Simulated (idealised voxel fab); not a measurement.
Process module in this document: voxel capacitor over wiring
Section shown: cut. Width: 265 nm. Cell size: 5 nm, square.
Each cross-section below is a grid of square cells, stated as bands in top-down order, with one or more rows of cells making up each band.
Band: top and bottom heights (nm) first, top before bottom; then materials from left to right, widths in nm. "edge to edge" marks a sole material filling the band edge to edge. "air" denotes empty space.
Counting heights begins at 0, where everything beneath is, in the wafer as received, one material. The lowest band has no bottom; it goes on downwards, as "z 0 and below" shows.
Graded width ("30 to 40"): value in top row of band = first number; value in bottom row = second number; row-to-row change constant.
"changes: none" means the step left every cell of the cross-section as it was.
Voids not open to the top, 8 cells minimum: see "Closed void inventory". Written width x height at distance; distance is from the left edge; nm.
It should be noted that, on the line of a given step, the content following the step's settings is a remark produced by the simulator itself with respect to that step.
When a step includes a mask, the "overlay nm" setting on its line states how far to the right of its planned place that mask lay, and negative values state how far to the left.
So the way this works: pairs, before and after one process step. The after picture only goes down to the lowest band that actually changed, nothing below. Step and its settings are under each pair. And watch out, pairs might come from different runs of this module, same starting wafer though, so a pair only follows on from the one above if its "Pre-step profile" entry tells you so.
Pre-step profile
* z 95 to 85: Cu edge to edge
* z 85 to 80: 105 nm TiN  5 nm Cu  155 nm TiN
* z 80 to 75: 100 nm SiO2  5 nm TiN  5 nm Cu  5 nm TiN  150 nm SiO2
* z 75 to 65: 100 to 90 nm SiO2  15 to 55 nm TiN  150 to 120 nm SiO2
* z 65 to 60: 90 nm SiO2  55 nm HfO2  120 nm SiO2
* z 60 to 55: 85 nm SiO2  65 nm TiN  115 nm SiO2
* z 55 to 35: 90 nm lowk  5 nm TiN  5 nm Cu  5 nm TiN  160 nm lowk
* z 35 to 30: 90 nm SiCN  15 nm TiN  160 nm SiCN
* z 30 to 15: 80 nm lowk  5 nm SiCN  20 nm Ru  5 nm SiCN  40 nm lowk  5 nm SiCN  20 nm Ru  5 nm SiCN  85 nm lowk
* z 15 to 10: 85 nm SiCN  20 nm TiN  50 nm SiCN  20 nm TiN  90 nm SiCN
* z 10 to 0: SiO2 edge to edge
* z 0 and below: Si edge to edge
* Closed void inventory: none
Post-Step Section View
* z 70 to 65: 90 nm SiO2  55 nm TiN  120 nm SiO2
* All layers under 65 are left as they were.
* Closed void inventory: none
Q: step between the cross-sections above? A: CMP, height nm 70
Pre-step profile: The prior state of this step coincides with the post-step cross-section of the pair just above.
Post-Step Section View
* z 75 to 70: SiN edge to edge
* All layers under 70 are left as they were.
* Closed void inventory: none
Q: step between the cross-sections above? A: CONFORMAL_DEP, material SiN, thk nm 5
Pre-step profile
* z 30 to 15: Ru edge to edge
* z 15 to 10: TiN edge to edge
* z 10 to 0: SiO2 edge to edge
* z 0 and below: Si edge to edge
* Closed void inventory: none
Post-Step Section View
* z 30 to 15: 90 nm air  15 nm Ru  55 nm air  15 nm Ru  90 nm air
* All layers under 15 are left as they were.
* Closed void inventory: none
Q: step between the cross-sections above? A: MASKED_ETCH, tone cover, mask id METAL_1, width nm 15, pitch nm 70, etch materials Ru, depth nm 15, overlay nm 0
Pre-step profile: The prior state of this step coincides with the post-step cross-section of the pair just above.
Post-Step Section View
* z 30 to 15: 90 nm air  15 nm Ru  55 nm air  15 nm Ru  90 nm air
* z 15 to 10: 85 nm air  20 nm TiN  50 nm air  20 nm TiN  90 nm air
* All layers under 10 are left as they were.
* Closed void inventory: none
Q: step between the cross-sections above? A: MASKED_ETCH, tone cover, mask id METAL_1, width nm 20, pitch nm 70, etch materials TiN, depth nm 5, overlay nm 0
Pre-step profile: The prior state of this step coincides with the post-step cross-section of the pair just above.
Post-Step Section View
* z 35 to 30: 85 nm air  25 nm SiCN  45 nm air  25 nm SiCN  85 nm air
* z 30 to 20: 85 nm air  5 nm SiCN  15 nm Ru  5 nm SiCN  45 nm air  5 nm SiCN  15 nm Ru  5 nm SiCN  85 nm air
* z 20 to 15: 80 nm air  10 nm SiCN  15 nm Ru  5 nm SiCN  40 nm air  10 nm SiCN  15 nm Ru  5 nm SiCN  85 nm air
* z 15 to 10: 85 nm SiCN  20 nm TiN  50 nm SiCN  20 nm TiN  90 nm SiCN
* All layers under 10 are left as they were.
* Closed void inventory: none
Q: step between the cross-sections above? A: CONFORMAL_DEP, material SiCN, thk nm 5
Pre-step profile: The prior state of this step coincides with the post-step cross-section of the pair just above.
Post-Step Section View
* z 45 to 35: lowk edge to edge
* z 35 to 30: 85 nm lowk  25 nm SiCN  45 nm lowk  25 nm SiCN  85 nm lowk
* z 30 to 20: 85 nm lowk  5 nm SiCN  15 nm Ru  5 nm SiCN  45 nm lowk  5 nm SiCN  15 nm Ru  5 nm SiCN  85 nm lowk
* z 20 to 15: 80 nm lowk  10 nm SiCN  15 nm Ru  5 nm SiCN  40 nm lowk  10 nm SiCN  15 nm Ru  5 nm SiCN  85 nm lowk
* All layers under 15 are left as they were.
* Closed void inventory: none
Q: step between the cross-sections above? A: FILL_DEP, material lowk, thk nm 10
Pre-step profile: The prior state of this step coincides with the post-step cross-section of the pair just above.
Post-Step Section View
* z 30 to 20: 85 nm lowk  5 nm SiCN  15 nm Ru  5 nm SiCN  45 nm lowk  5 nm SiCN  15 nm Ru  5 nm SiCN  85 nm lowk
* All layers under 20 are left as they were.
* Closed void inventory: none
Q: step between the cross-sections above? A: CMP, height nm 30
Pre-step profile: The prior state of this step coincides with the post-step cross-section of the pair just above.
Post-Step Section View
* z 35 to 30: SiCN edge to edge
* All layers under 30 are left as they were.
* Closed void inventory: none
Q: step between the cross-sections above? A: CONFORMAL_DEP, material SiCN, thk nm 5
Pre-step profile: The prior state of this step coincides with the post-step cross-section of the pair just above.
Post-Step Section View
* z 55 to 35: lowk edge to edge
* All layers under 35 are left as they were.
* Closed void inventory: none
Q: step between the cross-sections above? A: DIRECTIONAL_DEP, material lowk, thk nm 20
Pre-step profile: The prior state of this step coincides with the post-step cross-section of the pair just above.
Post-Step Section View
* z 70 to 55: 90 nm resist  15 nm air  160 nm resist
* All layers under 55 are left as they were.
* Closed void inventory: none
Q: step between the cross-sections above? A: PATTERN, tone open, mask id PLUG_1, material resist, width nm 15, thk nm 15, overlay nm 0
Pre-step profile: The prior state of this step coincides with the post-step cross-section of the pair just above.
Post-Step Section View
* z 70 to 55: 90 nm resist  15 nm air  160 nm resist
* z 55 to 35: 90 nm lowk  15 nm air  160 nm lowk
* All layers under 35 are left as they were.
* Closed void inventory: none
Q: step between the cross-sections above? A: DIRECTIONAL_ETCH, etch materials lowk, depth nm 20
Pre-step profile: The prior state of this step coincides with the post-step cross-section of the pair just above.
Post-Step Section View
* z 70 to 55: 90 nm resist  15 nm air  160 nm resist
* z 55 to 35: 90 nm lowk  15 nm air  160 nm lowk
* z 35 to 30: 90 nm SiCN  15 nm air  160 nm SiCN
* All layers under 30 are left as they were.
* Closed void inventory: none
Q: step between the cross-sections above? A: DIRECTIONAL_ETCH, etch materials SiCN, depth nm 5
Pre-step profile: The prior state of this step coincides with the post-step cross-section of the pair just above.
Post-Step Section View
* z 55 to 35: 90 nm lowk  15 nm air  160 nm lowk
* All layers under 35 are left as they were.
* Closed void inventory: none
Q: step between the cross-sections above? A: STRIP, etch materials resist
Pre-step profile: The prior state of this step coincides with the post-step cross-section of the pair just above.
Post-Step Section View
* z 60 to 55: 95 nm TiN  5 nm air  165 nm TiN
* z 55 to 35: 90 nm lowk  5 nm TiN  5 nm air  5 nm TiN  160 nm lowk
* z 35 to 30: 90 nm SiCN  15 nm TiN  160 nm SiCN
* All layers under 30 are left as they were.
* Closed void inventory: none
Q: step between the cross-sections above? A: CONFORMAL_DEP, material TiN, thk nm 5
Pre-step profile: The prior state of this step coincides with the post-step cross-section of the pair just above.
Post-Step Section View
* z 70 to 60: Cu edge to edge
* z 60 to 55: 95 nm TiN  5 nm Cu  165 nm TiN
* z 55 to 35: 90 nm lowk  5 nm TiN  5 nm Cu  5 nm TiN  160 nm lowk
* All layers under 35 are left as they were.
* Closed void inventory: none
Q: step between the cross-sections above? A: FILL_DEP, material Cu, thk nm 10
Pre-step profile: The prior state of this step coincides with the post-step cross-section of the pair just above.
Post-Step Section View
* z 55 to 35: 90 nm lowk  5 nm TiN  5 nm Cu  5 nm TiN  160 nm lowk
* All layers under 35 are left as they were.
* Closed void inventory: none
Q: step between the cross-sections above? A: CMP, height nm 55
Pre-step profile: The prior state of this step coincides with the post-step cross-section of the pair just above.
Post-Step Section View
* z 60 to 55: TiN edge to edge
* All layers under 55 are left as they were.
* Closed void inventory: none
Q: step between the cross-sections above? A: DIRECTIONAL_DEP, material TiN, thk nm 5
Pre-step profile: The prior state of this step coincides with the post-step cross-section of the pair just above.
Post-Step Section View
* z 65 to 60: HfO2 edge to edge
* All layers under 60 are left as they were.
* Closed void inventory: none
Q: step between the cross-sections above? A: DIRECTIONAL_DEP, material HfO2, thk nm 5
Pre-step profile: The prior state of this step coincides with the post-step cross-section of the pair just above.
Post-Step Section View
* z 70 to 65: TiN edge to edge
* All layers under 65 are left as they were.
* Closed void inventory: none
Q: step between the cross-sections above? A: DIRECTIONAL_DEP, material TiN, thk nm 5
Pre-step profile: The prior state of this step coincides with the post-step cross-section of the pair just above.
Post-Step Section View
* z 90 to 70: 90 nm air  55 nm resist  120 nm air
* All layers under 70 are left as they were.
* Closed void inventory: none
Q: step between the cross-sections above? A: PATTERN, tone cover, mask id UPPER_PLATE, material resist, width nm 55, thk nm 20, overlay nm 0
Pre-step profile: The prior state of this step coincides with the post-step cross-section of the pair just above.
Post-Step Section View
* z 90 to 70: 90 nm air  55 nm resist  120 nm air
* z 70 to 65: 90 nm air  55 nm TiN  120 nm air
* All layers under 65 are left as they were.
* Closed void inventory: none
Q: step between the cross-sections above? A: DIRECTIONAL_ETCH, etch materials TiN, depth nm 5
Pre-step profile: The prior state of this step coincides with the post-step cross-section of the pair just above.
Post-Step Section View
* z 90 to 70: 90 nm air  55 nm resist  120 nm air
* z 70 to 65: 90 nm air  55 nm TiN  120 nm air
* z 65 to 60: 90 nm air  55 nm HfO2  120 nm air
* All layers under 60 are left as they were.
* Closed void inventory: none
Q: step between the cross-sections above? A: DIRECTIONAL_ETCH, etch materials HfO2, depth nm 5
Pre-step profile: The prior state of this step coincides with the post-step cross-section of the pair just above.
Post-Step Section View
* z 70 to 65: 90 nm air  55 nm TiN  120 nm air
* All layers under 65 are left as they were.
* Closed void inventory: none
Q: step between the cross-sections above? A: STRIP, etch materials resist
Pre-step profile: The prior state of this step coincides with the post-step cross-section of the pair just above.
Post-Step Section View
* z 70 to 65: 90 nm air  55 nm TiN  120 nm air
* z 65 to 60: 90 nm air  55 nm HfO2  120 nm air
* z 60 to 55: 85 nm air  65 nm TiN  115 nm air
* All layers under 55 are left as they were.
* Closed void inventory: none
Q: step between the cross-sections above? A: MASKED_ETCH, tone cover, mask id LOWER_PLATE, width nm 65, etch materials TiN, depth nm 5, overlay nm 0
Pre-step profile: The prior state of this step coincides with the post-step cross-section of the pair just above.
Post-Step Section View
* z 85 to 70: SiO2 edge to edge
* z 70 to 65: 90 nm SiO2  55 nm TiN  120 nm SiO2
* z 65 to 60: 90 nm SiO2  55 nm HfO2  120 nm SiO2
* z 60 to 55: 85 nm SiO2  65 nm TiN  115 nm SiO2
* All layers under 55 are left as they were.
* Closed void inventory: none
Q: step between the cross-sections above? A: FILL_DEP, material SiO2, thk nm 15
Pre-step profile: The prior state of this step coincides with the post-step cross-section of the pair just above.
Post-Step Section View
* z 80 to 70: SiO2 edge to edge
* All layers under 70 are left as they were.
* Closed void inventory: none
Q: step between the cross-sections above? A: CMP, height nm 80
Pre-step profile: The prior state of this step coincides with the post-step cross-section of the pair just above.
Post-Step Section View
* z 100 to 80: 100 nm resist  15 nm air  150 nm resist
* All layers under 80 are left as they were.
* Closed void inventory: none
Q: step between the cross-sections above? A: PATTERN, tone open, mask id PLUG_2, material resist, width nm 15, thk nm 20, overlay nm 0
Pre-step profile: The prior state of this step coincides with the post-step cross-section of the pair just above.
Post-Step Section View
* z 100 to 80: 100 nm resist  15 nm air  150 nm resist
* z 80 to 70: 100 nm SiO2  15 nm air  150 nm SiO2
* All layers under 70 are left as they were.
* Closed void inventory: none
Q: step between the cross-sections above? A: DIRECTIONAL_ETCH, etch materials SiO2, depth nm 10
Pre-step profile: The prior state of this step coincides with the post-step cross-section of the pair just above.
Post-Step Section View
* z 80 to 70: 100 nm SiO2  15 nm air  150 nm SiO2
* All layers under 70 are left as they were.
* Closed void inventory: none
Q: step between the cross-sections above? A: STRIP, etch materials resist
Pre-step profile: The prior state of this step coincides with the post-step cross-section of the pair just above.
Post-Step Section View
* z 85 to 80: 105 nm TiN  5 nm air  155 nm TiN
* z 80 to 75: 100 nm SiO2  5 nm TiN  5 nm air  5 nm TiN  150 nm SiO2
* z 75 to 65: 100 to 90 nm SiO2  15 to 55 nm TiN  150 to 120 nm SiO2
* All layers under 65 are left as they were.
* Closed void inventory: none
Q: step between the cross-sections above? A: CONFORMAL_DEP, material TiN, thk nm 5
Pre-step profile: The prior state of this step coincides with the post-step cross-section of the pair just above.
Post-Step Section View
* z 95 to 85: Cu edge to edge
* z 85 to 80: 105 nm TiN  5 nm Cu  155 nm TiN
* z 80 to 75: 100 nm SiO2  5 nm TiN  5 nm Cu  5 nm TiN  150 nm SiO2
* All layers under 75 are left as they were.
* Closed void inventory: none
Q: step between the cross-sections above? A: FILL_DEP, material Cu, thk nm 10
Pre-step profile: The prior state of this step coincides with the post-step cross-section of the pair just above.
Post-Step Section View
* z 80 to 75: 100 nm SiO2  5 nm TiN  5 nm Cu  5 nm TiN  150 nm SiO2
* All layers under 75 are left as they were.
* Closed void inventory: none
Q: step between the cross-sections above? A: CMP, height nm 80
Pre-step profile: The prior state of this step coincides with the post-step cross-section of the pair just above.
Post-Step Section View
* z 85 to 80: SiN edge to edge
* All layers under 80 are left as they were.
* Closed void inventory: none
Q: step between the cross-sections above? A: CONFORMAL_DEP, material SiN, thk nm 5
Pre-step profile
* z 30 to 15: Ru edge to edge
* z 15 to 10: TiN edge to edge
* z 10 to 0: SiO2 edge to edge
* z 0 and below: Si edge to edge
* Closed void inventory: none
Post-Step Section View
* z 30 to 15: 90 nm air  20 nm Ru  50 nm air  20 nm Ru  85 nm air
* All layers under 15 are left as they were.
* Closed void inventory: none
Q: step between the cross-sections above? A: MASKED_ETCH, tone cover, mask id METAL_1, width nm 20, pitch nm 70, etch materials Ru, depth nm 15, overlay nm 5
Pre-step profile: The prior state of this step coincides with the post-step cross-section of the pair just above.
Post-Step Section View
* z 30 to 15: 90 nm air  20 nm Ru  50 nm air  20 nm Ru  85 nm air
* z 15 to 10: 85 nm air  25 nm TiN  45 nm air  25 nm TiN  85 nm air
* All layers under 10 are left as they were.
* Closed void inventory: none
Q: step between the cross-sections above? A: MASKED_ETCH, tone cover, mask id METAL_1, width nm 20, pitch nm 70, etch materials TiN, depth nm 5, overlay nm 0
Pre-step profile: The prior state of this step coincides with the post-step cross-section of the pair just above.
Post-Step Section View
* z 35 to 30: 85 nm air  30 nm SiCN  40 nm air  30 nm SiCN  80 nm air
* z 30 to 20: 85 nm air  5 nm SiCN  20 nm Ru  5 nm SiCN  40 nm air  5 nm SiCN  20 nm Ru  5 nm SiCN  80 nm air
* z 20 to 15: 80 nm air  10 nm SiCN  20 nm Ru  5 nm SiCN  35 nm air  10 nm SiCN  20 nm Ru  5 nm SiCN  80 nm air
* z 15 to 10: 85 nm SiCN  25 nm TiN  45 nm SiCN  25 nm TiN  85 nm SiCN
* All layers under 10 are left as they were.
* Closed void inventory: none
Q: step between the cross-sections above? A: CONFORMAL_DEP, material SiCN, thk nm 5
Pre-step profile: The prior state of this step coincides with the post-step cross-section of the pair just above.
Post-Step Section View
* z 45 to 35: lowk edge to edge
* z 35 to 30: 85 nm lowk  30 nm SiCN  40 nm lowk  30 nm SiCN  80 nm lowk
* z 30 to 20: 85 nm lowk  5 nm SiCN  20 nm Ru  5 nm SiCN  40 nm lowk  5 nm SiCN  20 nm Ru  5 nm SiCN  80 nm lowk
* z 20 to 15: 80 nm lowk  10 nm SiCN  20 nm Ru  5 nm SiCN  35 nm lowk  10 nm SiCN  20 nm Ru  5 nm SiCN  80 nm lowk
* All layers under 15 are left as they were.
* Closed void inventory: none
Q: step between the cross-sections above? A: FILL_DEP, material lowk, thk nm 10
Pre-step profile: The prior state of this step coincides with the post-step cross-section of the pair just above.
Post-Step Section View
* z 30 to 20: 85 nm lowk  5 nm SiCN  20 nm Ru  5 nm SiCN  40 nm lowk  5 nm SiCN  20 nm Ru  5 nm SiCN  80 nm lowk
* All layers under 20 are left as they were.
* Closed void inventory: none
Q: step between the cross-sections above? A: CMP, height nm 30
Pre-step profile: The prior state of this step coincides with the post-step cross-section of the pair just above.
Post-Step Section View
* z 35 to 30: SiCN edge to edge
* All layers under 30 are left as they were.
* Closed void inventory: none
Q: step between the cross-sections above? A: CONFORMAL_DEP, material SiCN, thk nm 5
Pre-step profile: The prior state of this step coincides with the post-step cross-section of the pair just above.
Post-Step Section View
* z 55 to 35: lowk edge to edge
* All layers under 35 are left as they were.
* Closed void inventory: none
Q: step between the cross-sections above? A: DIRECTIONAL_DEP, material lowk, thk nm 20
Pre-step profile: The prior state of this step coincides with the post-step cross-section of the pair just above.
Post-Step Section View
* z 70 to 55: 90 nm resist  15 nm air  160 nm resist
* All layers under 55 are left as they were.
* Closed void inventory: none
Q: step between the cross-sections above? A: PATTERN, tone open, mask id PLUG_1, material resist, width nm 15, thk nm 15, overlay nm 0
Pre-step profile: The prior state of this step coincides with the post-step cross-section of the pair just above.
Post-Step Section View
* z 70 to 55: 90 nm resist  15 nm air  160 nm resist
* z 55 to 35: 90 nm lowk  15 nm air  160 nm lowk
* All layers under 35 are left as they were.
* Closed void inventory: none
Q: step between the cross-sections above? A: DIRECTIONAL_ETCH, etch materials lowk, depth nm 20
Pre-step profile: The prior state of this step coincides with the post-step cross-section of the pair just above.
Post-Step Section View
* z 70 to 55: 90 nm resist  15 nm air  160 nm resist
* z 55 to 35: 90 nm lowk  15 nm air  160 nm lowk
* z 35 to 30: 90 nm SiCN  15 nm air  160 nm SiCN
* All layers under 30 are left as they were.
* Closed void inventory: none
Q: step between the cross-sections above? A: DIRECTIONAL_ETCH, etch materials SiCN, depth nm 5
Pre-step profile: The prior state of this step coincides with the post-step cross-section of the pair just above.
Post-Step Section View
* z 55 to 35: 90 nm lowk  15 nm air  160 nm lowk
* All layers under 35 are left as they were.
* Closed void inventory: none
Q: step between the cross-sections above? A: STRIP, etch materials resist
Pre-step profile: The prior state of this step coincides with the post-step cross-section of the pair just above.
Post-Step Section View
* z 60 to 55: 95 nm TiN  5 nm air  165 nm TiN
* z 55 to 35: 90 nm lowk  5 nm TiN  5 nm air  5 nm TiN  160 nm lowk
* z 35 to 30: 90 nm SiCN  15 nm TiN  160 nm SiCN
* All layers under 30 are left as they were.
* Closed void inventory: none
Q: step between the cross-sections above? A: CONFORMAL_DEP, material TiN, thk nm 5
Pre-step profile: The prior state of this step coincides with the post-step cross-section of the pair just above.
Post-Step Section View
* z 70 to 60: Cu edge to edge
* z 60 to 55: 95 nm TiN  5 nm Cu  165 nm TiN
* z 55 to 35: 90 nm lowk  5 nm TiN  5 nm Cu  5 nm TiN  160 nm lowk
* All layers under 35 are left as they were.
* Closed void inventory: none
Q: step between the cross-sections above? A: FILL_DEP, material Cu, thk nm 10
Pre-step profile: The prior state of this step coincides with the post-step cross-section of the pair just above.
Post-Step Section View
* z 55 to 35: 90 nm lowk  5 nm TiN  5 nm Cu  5 nm TiN  160 nm lowk
* All layers under 35 are left as they were.
* Closed void inventory: none
Q: step between the cross-sections above? A: CMP, height nm 55
Pre-step profile: The prior state of this step coincides with the post-step cross-section of the pair just above.
Post-Step Section View
* z 60 to 55: TiN edge to edge
* All layers under 55 are left as they were.
* Closed void inventory: none
Q: step between the cross-sections above? A: DIRECTIONAL_DEP, material TiN, thk nm 5
Pre-step profile: The prior state of this step coincides with the post-step cross-section of the pair just above.
Post-Step Section View
* z 65 to 60: HfO2 edge to edge
* All layers under 60 are left as they were.
* Closed void inventory: none
Q: step between the cross-sections above? A: DIRECTIONAL_DEP, material HfO2, thk nm 5
Pre-step profile: The prior state of this step coincides with the post-step cross-section of the pair just above.
Post-Step Section View
* z 70 to 65: TiN edge to edge
* All layers under 65 are left as they were.
* Closed void inventory: none
Q: step between the cross-sections above? A: DIRECTIONAL_DEP, material TiN, thk nm 5
Pre-step profile: The prior state of this step coincides with the post-step cross-section of the pair just above.
Post-Step Section View
* z 90 to 70: 90 nm air  55 nm resist  120 nm air
* All layers under 70 are left as they were.
* Closed void inventory: none
Q: step between the cross-sections above? A: PATTERN, tone cover, mask id UPPER_PLATE, material resist, width nm 55, thk nm 20, overlay nm 0
Pre-step profile: The prior state of this step coincides with the post-step cross-section of the pair just above.
Post-Step Section View
* z 90 to 70: 90 nm air  55 nm resist  120 nm air
* z 70 to 65: 90 nm air  55 nm TiN  120 nm air
* All layers under 65 are left as they were.
* Closed void inventory: none
Q: step between the cross-sections above? A: DIRECTIONAL_ETCH, etch materials TiN, depth nm 5
Pre-step profile: The prior state of this step coincides with the post-step cross-section of the pair just above.
Post-Step Section View
* z 90 to 70: 90 nm air  55 nm resist  120 nm air
* z 70 to 65: 90 nm air  55 nm TiN  120 nm air
* z 65 to 60: 90 nm air  55 nm HfO2  120 nm air
* All layers under 60 are left as they were.
* Closed void inventory: none
Q: step between the cross-sections above? A: DIRECTIONAL_ETCH, etch materials HfO2, depth nm 5
Pre-step profile: The prior state of this step coincides with the post-step cross-section of the pair just above.
Post-Step Section View
* z 70 to 65: 90 nm air  55 nm TiN  120 nm air
* All layers under 65 are left as they were.
* Closed void inventory: none
Q: step between the cross-sections above? A: STRIP, etch materials resist
Pre-step profile: The prior state of this step coincides with the post-step cross-section of the pair just above.
Post-Step Section View
* z 70 to 65: 90 nm air  55 nm TiN  120 nm air
* z 65 to 60: 90 nm air  55 nm HfO2  120 nm air
* z 60 to 55: 85 nm air  65 nm TiN  115 nm air
* All layers under 55 are left as they were.
* Closed void inventory: none
Q: step between the cross-sections above? A: MASKED_ETCH, tone cover, mask id LOWER_PLATE, width nm 65, etch materials TiN, depth nm 5, overlay nm 0
Pre-step profile: The prior state of this step coincides with the post-step cross-section of the pair just above.
Post-Step Section View
* z 85 to 70: SiO2 edge to edge
* z 70 to 65: 90 nm SiO2  55 nm TiN  120 nm SiO2
* z 65 to 60: 90 nm SiO2  55 nm HfO2  120 nm SiO2
* z 60 to 55: 85 nm SiO2  65 nm TiN  115 nm SiO2
* All layers under 55 are left as they were.
* Closed void inventory: none
Q: step between the cross-sections above? A: FILL_DEP, material SiO2, thk nm 15
Pre-step profile: The prior state of this step coincides with the post-step cross-section of the pair just above.
Post-Step Section View
* z 80 to 70: SiO2 edge to edge
* All layers under 70 are left as they were.
* Closed void inventory: none
Q: step between the cross-sections above? A: CMP, height nm 80
Pre-step profile: The prior state of this step coincides with the post-step cross-section of the pair just above.
Post-Step Section View
* z 100 to 80: 100 nm resist  15 nm air  150 nm resist
* All layers under 80 are left as they were.
* Closed void inventory: none
Q: step between the cross-sections above? A: PATTERN, tone open, mask id PLUG_2, material resist, width nm 15, thk nm 20, overlay nm 0
Pre-step profile: The prior state of this step coincides with the post-step cross-section of the pair just above.
Post-Step Section View
* z 100 to 80: 100 nm resist  15 nm air  150 nm resist
* z 80 to 70: 100 nm SiO2  15 nm air  150 nm SiO2
* All layers under 70 are left as they were.
* Closed void inventory: none
Q: step between the cross-sections above? A: DIRECTIONAL_ETCH, etch materials SiO2, depth nm 10
Pre-step profile: The prior state of this step coincides with the post-step cross-section of the pair just above.
Post-Step Section View
* z 80 to 70: 100 nm SiO2  15 nm air  150 nm SiO2
* All layers under 70 are left as they were.
* Closed void inventory: none
Q: step between the cross-sections above? A: STRIP, etch materials resist
Pre-step profile: The prior state of this step coincides with the post-step cross-section of the pair just above.
Post-Step Section View
* z 85 to 80: 105 nm TiN  5 nm air  155 nm TiN
* z 80 to 75: 100 nm SiO2  5 nm TiN  5 nm air  5 nm TiN  150 nm SiO2
* z 75 to 65: 100 to 90 nm SiO2  15 to 55 nm TiN  150 to 120 nm SiO2
* All layers under 65 are left as they were.
* Closed void inventory: none
Q: step between the cross-sections above? A: CONFORMAL_DEP, material TiN, thk nm 5
Pre-step profile: The prior state of this step coincides with the post-step cross-section of the pair just above.
Post-Step Section View
* z 95 to 85: Cu edge to edge
* z 85 to 80: 105 nm TiN  5 nm Cu  155 nm TiN
* z 80 to 75: 100 nm SiO2  5 nm TiN  5 nm Cu  5 nm TiN  150 nm SiO2
* All layers under 75 are left as they were.
* Closed void inventory: none
Q: step between the cross-sections above? A: FILL_DEP, material Cu, thk nm 10
Pre-step profile: The prior state of this step coincides with the post-step cross-section of the pair just above.
Post-Step Section View
* z 80 to 75: 100 nm SiO2  5 nm TiN  5 nm Cu  5 nm TiN  150 nm SiO2
* All layers under 75 are left as they were.
* Closed void inventory: none
Q: step between the cross-sections above? A: CMP, height nm 80
Pre-step profile: The prior state of this step coincides with the post-step cross-section of the pair just above.
Post-Step Section View
* z 85 to 80: SiN edge to edge
* All layers under 80 are left as they were.
* Closed void inventory: none
Q: step between the cross-sections above? A: CONFORMAL_DEP, material SiN, thk nm 5
Pre-step profile
* z 60 to 55: TiN edge to edge
* z 55 to 35: 90 nm lowk  5 nm TiN  5 nm Cu  5 nm TiN  160 nm lowk
* z 35 to 30: 90 nm SiCN  15 nm TiN  160 nm SiCN
* z 30 to 15: 80 nm lowk  5 nm SiCN  20 nm Ru  5 nm SiCN  40 nm lowk  5 nm SiCN  20 nm Ru  5 nm SiCN  85 nm lowk
* z 15 to 10: 85 nm SiCN  20 nm TiN  50 nm SiCN  20 nm TiN  90 nm SiCN
* z 10 to 0: SiO2 edge to edge
* z 0 and below: Si edge to edge
* Closed void inventory: none
Post-Step Section View
* z 65 to 60: SiCN edge to edge
* All layers under 60 are left as they were.
* Closed void inventory: none
Q: step between the cross-sections above? A: DIRECTIONAL_DEP, material SiCN, thk nm 5
Pre-step profile: The prior state of this step coincides with the post-step cross-section of the pair just above.
Post-Step Section View
* z 70 to 65: TiN edge to edge
* All layers under 65 are left as they were.
* Closed void inventory: none
Q: step between the cross-sections above? A: DIRECTIONAL_DEP, material TiN, thk nm 5
Pre-step profile: The prior state of this step coincides with the post-step cross-section of the pair just above.
Post-Step Section View
* z 90 to 70: 90 nm air  55 nm resist  120 nm air
* All layers under 70 are left as they were.
* Closed void inventory: none
Q: step between the cross-sections above? A: PATTERN, tone cover, mask id UPPER_PLATE, material resist, width nm 55, thk nm 20, overlay nm 0
Pre-step profile: The prior state of this step coincides with the post-step cross-section of the pair just above.
Post-Step Section View
* z 90 to 70: 90 nm air  55 nm resist  120 nm air
* z 70 to 65: 90 nm air  55 nm TiN  120 nm air
* All layers under 65 are left as they were.
* Closed void inventory: none
Q: step between the cross-sections above? A: DIRECTIONAL_ETCH, etch materials TiN, depth nm 5
Pre-step profile: The prior state of this step coincides with the post-step cross-section of the pair just above.
Post-Step Section View
* z 70 to 65: 90 nm air  55 nm TiN  120 nm air
* All layers under 65 are left as they were.
* Closed void inventory: none
Q: step between the cross-sections above? A: STRIP, etch materials resist
Pre-step profile: The prior state of this step coincides with the post-step cross-section of the pair just above.
Post-Step Section View
* z 85 to 70: SiO2 edge to edge
* z 70 to 65: 90 nm SiO2  55 nm TiN  120 nm SiO2
* All layers under 65 are left as they were.
* Closed void inventory: none
Q: step between the cross-sections above? A: FILL_DEP, material SiO2, thk nm 15
Pre-step profile: The prior state of this step coincides with the post-step cross-section of the pair just above.
Post-Step Section View
* z 80 to 70: SiO2 edge to edge
* All layers under 70 are left as they were.
* Closed void inventory: none
Q: step between the cross-sections above? A: CMP, height nm 80
Pre-step profile: The prior state of this step coincides with the post-step cross-section of the pair just above.
Post-Step Section View
* z 100 to 80: 100 nm resist  15 nm air  150 nm resist
* All layers under 80 are left as they were.
* Closed void inventory: none
Q: step between the cross-sections above? A: PATTERN, tone open, mask id PLUG_2, material resist, width nm 15, thk nm 20, overlay nm 0
Pre-step profile: The prior state of this step coincides with the post-step cross-section of the pair just above.
Post-Step Section View
* z 100 to 80: 100 nm resist  15 nm air  150 nm resist
* z 80 to 70: 100 nm SiO2  15 nm air  150 nm SiO2
* All layers under 70 are left as they were.
* Closed void inventory: none
Q: step between the cross-sections above? A: DIRECTIONAL_ETCH, etch materials SiO2, depth nm 10
Pre-step profile: The prior state of this step coincides with the post-step cross-section of the pair just above.
Post-Step Section View
* z 80 to 70: 100 nm SiO2  15 nm air  150 nm SiO2
* All layers under 70 are left as they were.
* Closed void inventory: none
Q: step between the cross-sections above? A: STRIP, etch materials resist
Pre-step profile: The prior state of this step coincides with the post-step cross-section of the pair just above.
Post-Step Section View
* z 85 to 80: 105 nm TiN  5 nm air  155 nm TiN
* z 80 to 75: 100 nm SiO2  5 nm TiN  5 nm air  5 nm TiN  150 nm SiO2
* z 75 to 65: 100 to 90 nm SiO2  15 to 55 nm TiN  150 to 120 nm SiO2
* All layers under 65 are left as they were.
* Closed void inventory: none
Q: step between the cross-sections above? A: CONFORMAL_DEP, material TiN, thk nm 5
Pre-step profile: The prior state of this step coincides with the post-step cross-section of the pair just above.
Post-Step Section View
* z 95 to 85: Cu edge to edge
* z 85 to 80: 105 nm TiN  5 nm Cu  155 nm TiN
* z 80 to 75: 100 nm SiO2  5 nm TiN  5 nm Cu  5 nm TiN  150 nm SiO2
* All layers under 75 are left as they were.
* Closed void inventory: none
Q: step between the cross-sections above? A: FILL_DEP, material Cu, thk nm 10
Pre-step profile: The prior state of this step coincides with the post-step cross-section of the pair just above.
Post-Step Section View
* z 80 to 75: 100 nm SiO2  5 nm TiN  5 nm Cu  5 nm TiN  150 nm SiO2
* All layers under 75 are left as they were.
* Closed void inventory: none
Q: step between the cross-sections above? A: CMP, height nm 80
Pre-step profile: The prior state of this step coincides with the post-step cross-section of the pair just above.
Post-Step Section View
* z 85 to 80: SiN edge to edge
* All layers under 80 are left as they were.
* Closed void inventory: none
Q: step between the cross-sections above? A: CONFORMAL_DEP, material SiN, thk nm 5
